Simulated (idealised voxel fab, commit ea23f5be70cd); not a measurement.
Herein follows the process module entitled voxel released beams.
Section cut is 215 nm wide and gridded with 5 nm square cells.
Think of the cross-section as a grid of square cells. We describe it in bands, top to bottom, and each band covers one or more rows of those cells. Band: top and bottom heights (nm) first, top before bottom; then materials from left to right, widths in nm. "all across" marks a sole material filling the band edge to edge. "blank" denotes empty space. Height datum 0, below which the as-received substrate wafer is one material. Lowest band open at the bottom, running downward: "0 nm and below". Top row gets the first number, bottom row gets the second, and each row in between changes by the same step: that is how a band width like "30..40" works. When a step is marked "no change occurred", none of the cells in the cross-section changed during that step. Empty spaces without an open route to the top, at least 8 cells in extent, make up the entry "Entrapped void list"; each is given as width x height at distance, where the distance is measured from the left edge, and all are in nm. Formally, on a step line, whatever follows the settings is a remark that the simulator itself makes on the step. overlay nm, on a step with a mask: how far to the right of its planned place the mask lay; to the left if negative.
Listed below are the process steps as planned:
step 1: RECEIVE (material Si)
step 2: CONFORMAL_DEP (material SiN; thk nm 10)
step 3: DIRECTIONAL_DEP (material SiO2; thk nm 15)
step 4: PATTERN (tone open; mask id ANCHOR; material resist; width nm 45; thk nm 15; overlay nm 0)
step 5: DIRECTIONAL_ETCH (etch materials SiO2; depth nm 15)
step 6: STRIP (etch materials resist)
step 7: CONFORMAL_DEP (material W; thk nm 15)
step 8: MASKED_ETCH (tone cover; mask id BEAM; width nm 90; etch materials W; depth nm 15; overlay nm 0)
step 9: STRIP (etch materials SiO2)
Wafer at receipt (post step 1), cross-section:
* 0 nm and below  Si all across
* Entrapped void list: none
Final cross-section, module run with one mistake (start and plan as above):
* 30 nm to 15 nm  blank=60 | W=20 | blank=15 | W=55 | blank=65
* 15 nm to 0 nm  blank=65 | W=45 | blank=105
* 0 nm and below  Si all across
* Entrapped void list: none
What went wrong in running the wafer? step 2 of the plan was bypassed and not carried out
